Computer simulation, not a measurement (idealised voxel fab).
process module | voxel local oxidation
cross-section cut | 255 nm wide | cells 5 nm
A cross-section is a grid of square cells, given in bands from the top down. A band is one or more rows of cells.
Each band's line starts with the height of the band's top and of its bottom, in nm. Then come its materials from left to right, each with its width in nm. One material with "throughout" fills the band from edge to edge. "air" is empty space.
Height 0 is the level under which the wafer as received is all one material. The lowest band goes on downwards, as in "0 down".
A width such as "30 to 40" changes by the same amount from each row of cells to the next, from the band's top row to its bottom row.
"no change" after a step means that no cell of the cross-section changed.
closed voids: empty space of 8 cells or more with no open way to the top, each as width x height at its distance from the left edge, in nm
after a step's settings: what the simulator itself notes on the step
overlay nm, on a step with a mask: how far to the right of its planned place the mask lay; to the left if negative
plan
1 op RECEIVE | material Si
2 op OXIDIZE | depth nm 5
3 op CONFORMAL_DEP | material SiN | thk nm 10
4 op PATTERN | tone cover | mask id ACTIVE | material resist | width nm 105 | thk nm 20 | overlay nm 0
5 op DIRECTIONAL_ETCH | etch materials SiN | depth nm 10
6 op STRIP | etch materials resist
7 op SELECTIVE_ETCH | etch materials SiO2 | depth nm 5
8 op OXIDIZE | depth nm 10
9 op STRIP | etch materials SiN
first wafer, as planned
as received, after step 1
  0 down: Si throughout
  closed voids: none
after step 2
  0 to -5: SiO2 throughout
  below -5: unchanged
after step 3
  10 to 0: SiN throughout
  below 0: unchanged
after step 4
  30 to 10: air 75 | resist 105 | air 75
  below 10: unchanged
after step 5
  30 to 10: air 75 | resist 105 | air 75
  10 to 0: air 75 | SiN 105 | air 75
  below 0: unchanged
after step 6
  10 to 0: air 75 | SiN 105 | air 75
  below 0: unchanged
after step 7
  10 to 0: air 75 | SiN 105 | air 75
  0 to -5: air 80 | SiO2 95 | air 80
  below -5: unchanged
after step 8
  10 to 0: air 75 | SiN 105 | air 75
  0 to -5: air 80 | SiO2 95 | air 80
  -5 to -15: SiO2 90 | Si 75 | SiO2 90
  below -15: unchanged
after step 9
  0 to -5: air 80 | SiO2 95 | air 80
  below -5: unchanged
second wafer: like start, like plan, one mistake. Through step 3 it matches the first wafer
when step 4 should have ended
  30 to 10: air 80 | resist 100 | air 75
  below 10: unchanged
when step 5 should have ended
  30 to 10: air 80 | resist 100 | air 75
  10 to 0: air 80 | SiN 100 | air 75
  below 0: unchanged
when step 6 should have ended
  10 to 0: air 80 | SiN 100 | air 75
  below 0: unchanged
when step 7 should have ended
  10 to 0: air 80 | SiN 100 | air 75
  0 to -5: air 85 | SiO2 90 | air 80
  below -5: unchanged
when step 8 should have ended
  10 to 0: air 80 | SiN 100 | air 75
  0 to -5: air 85 | SiO2 90 | air 80
  -5 to -15: SiO2 95 | Si 70 | SiO2 90
  below -15: unchanged
when step 9 should have ended
  0 to -5: air 85 | SiO2 90 | air 80
  below -5: unchanged
what went wrong: step 4 ran as: op PATTERN | tone cover | mask id ACTIVE | material resist | width nm 100 | thk nm 20 | overlay nm 0
at the end the second wafer has, in cells: 2 fewer of Si | 1 more of SiO2
